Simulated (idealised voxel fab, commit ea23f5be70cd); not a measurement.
Process module, titled voxel self aligned contacts
Displayed cross-section: cut, width of 225 nm, square cells sized 5 nm.
Notation: cross-section as square-cell grid; stated in bands, top first, going down; one or more cell rows per band.
Read a band's entry like this: the first values are the height of its top and the height of its bottom in nm, and what follows is the sequence of materials from left to right, each with its width in nm. Note that "blank" is empty space, and that a single material marked "throughout" reaches across the band from edge to edge.
Ref level 0: as-received wafer is one material below here. Bottom band extends down with no lower bound ("0 down").
The width entry "30 to 40" should be interpreted row by row: the top row of cells in the band takes the first number, the bottom row takes the second number, and the change between adjacent rows is uniform throughout.
Step marked "same as before"? Then no cell in the cross-section changed in it.
Basically, "Closed void table" tells you about the enclosed voids: empty spaces with no open way to the top, 8 cells or bigger, each written width x height at distance, where distance is from the left edge, all in nm.
That trailing text on a step's line, after the settings, is the simulator's own remark on the step.
On any step carrying a mask, the "overlay nm" setting, if present on the step's line, tells how far right of its planned place the mask lay; negative values point to the left.

These are the steps we planned for the process:
1: RECEIVE,material Si
2: CONFORMAL_DEP,material SiO2,thk nm 5
3: DIRECTIONAL_DEP,material polySi,thk nm 25
4: DIRECTIONAL_DEP,material SiN,thk nm 15
5: PATTERN,tone cover,mask id GATE,material resist,width nm 35,pitch nm 60,thk nm 15,overlay nm -15
6: DIRECTIONAL_ETCH,etch materials SiN,depth nm 15
7: DIRECTIONAL_ETCH,etch materials polySi,depth nm 25
8: STRIP,etch materials resist
9: CONFORMAL_DEP,material SiN,thk nm 5
10: DIRECTIONAL_ETCH,etch materials SiN,depth nm 5
11: FILL_DEP,material SiO2,thk nm 20
12: CMP,height nm 55
13: MASKED_ETCH,tone open,mask id CONTACT,width nm 35,etch materials SiO2,depth nm 55,overlay nm 0
14: CONFORMAL_DEP,material TiN,thk nm 5
15: FILL_DEP,material Ru,thk nm 5
16: CMP,height nm 55
17: CONFORMAL_DEP,material SiN,thk nm 5
Wafers differ in overlay nm at step 5; plan lists the first wafer's value; identical starting state.

Cross-sectional view of the first of several wafers in the as-received condition, corresponding to the state following step 1:
  0 down: Si throughout
  Closed void table: none

Heads up, this table goes wafer by wafer. A row tells you, at the end of the module, how many cells of each material that wafer has put on (+) or dropped (-) since it was received, and then its closed voids:
overlay nm -15 | +5 Ru | +119 SiN | +319 SiO2 | +27 TiN | +70 polySi | Closed void table: none
overlay nm -10 | +14 Ru | +119 SiN | +310 SiO2 | +27 TiN | +70 polySi | Closed void table: none
overlay nm -5 | +14 Ru | +119 SiN | +310 SiO2 | +27 TiN | +70 polySi | Closed void table: none
overlay nm 0 | +14 Ru | +119 SiN | +310 SiO2 | +27 TiN | +70 polySi | Closed void table: none
overlay nm 5 | +14 Ru | +119 SiN | +310 SiO2 | +27 TiN | +70 polySi | Closed void table: none
overlay nm 10 | +14 Ru | +119 SiN | +310 SiO2 | +27 TiN | +70 polySi | Closed void table: none
overlay nm 15 | +5 Ru | +119 SiN | +319 SiO2 | +27 TiN | +70 polySi | Closed void table: none
